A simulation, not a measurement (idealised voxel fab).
Title: Process Module voxel fin reveal
For reference, the cross-section in this document is cut, with width 230 nm and square cells of 5 nm.
Reading order for cross-sections: top band down to bottom band. Underlying form: a grid of square cells. Band size: one or more rows of cells.
Read a band's entry like this: the first values are the height of its top and the height of its bottom in nm, and what follows is the sequence of materials from left to right, each with its width in nm. Note that "blank" is empty space, and that a single material marked "full width" reaches across the band from edge to edge.
A quick word on heights: they are counted from 0, and under that level the wafer as it came to us is one material throughout. The lowest band is different from the rest in having no bottom; it simply continues downward, written as in "z 0 and below".
Read "30 to 40" as a graded width: first number on top, second number at the bottom, same change between each pair of neighbouring rows.
"same as before" -> step changed no cross-section cell.
Listed in "Sealed voids": every empty space of 8 or more cells without an open way to the top. Form: width x height at distance, the distance being from the left edge, all in nm.
On a step's line, text after the settings is the simulator commenting on that step.
"overlay nm" on a masked step: distance the mask lay right of its planned place, negative for left.
### The steps planned for the process are as follows
1) RECEIVE (material Si)
2) CONFORMAL_DEP (material SiN; thk nm 10)
3) PATTERN (tone cover; mask id FINS; material resist; width nm 15; pitch nm 35; thk nm 20; overlay nm 0)
4) DIRECTIONAL_ETCH (etch materials SiN; depth nm 10)
5) DIRECTIONAL_ETCH (etch materials Si; depth nm 40)
6) STRIP (etch materials resist)
7) OXIDIZE (depth nm 5)
8) FILL_DEP (material SiO2; thk nm 15)
9) CMP (height nm 10)
10) SELECTIVE_ETCH (etch materials SiO2; depth nm 20)
11) STRIP (etch materials SiN)
12) CONFORMAL_DEP (material SiO2; thk nm 5)
### Step 1 complete: cross-section of the wafer as received
- z 0 and below: Si full width
- Sealed voids: none
### The first of the two wafers as seen in cross-section once the module was finished; processing followed the plan
- z 5 to 0: blank 90  SiO2 15  blank 20  SiO2 15  blank 90
- z 0 to -5: blank 90  SiO2 5  Si 5  SiO2 5  blank 20  SiO2 5  Si 5  SiO2 5  blank 90
- z -5 to -45: SiO2 95  Si 5  SiO2 30  Si 5  SiO2 95
- z -45 and below: Si full width
- Sealed voids: none
### This is the second of the two wafers, cross-sectioned at the end of the module; it started exactly like the first and was given the same plan, but it was run with one mistake
- z 5 to 0: SiO2 90  blank 15  SiO2 20  blank 15  SiO2 90
- z 0 to -5: Si 85  SiO2 5  blank 15  SiO2 5  Si 10  SiO2 5  blank 15  SiO2 5  Si 85
- z -5 to -45: Si 85  SiO2 25  Si 10  SiO2 25  Si 85
- z -45 and below: Si full width
- Sealed voids: none
So what did we get wrong on this run? step 3 ran differently from the plan; actual operation with settings: PATTERN (tone open; mask id FINS; material resist; width nm 15; pitch nm 35; thk nm 20; overlay nm 0)
In the final state, the cell counts of the second wafer exceed or fall short of those of the first for the following materials: Si: 306 more | SiO2: 238 fewer
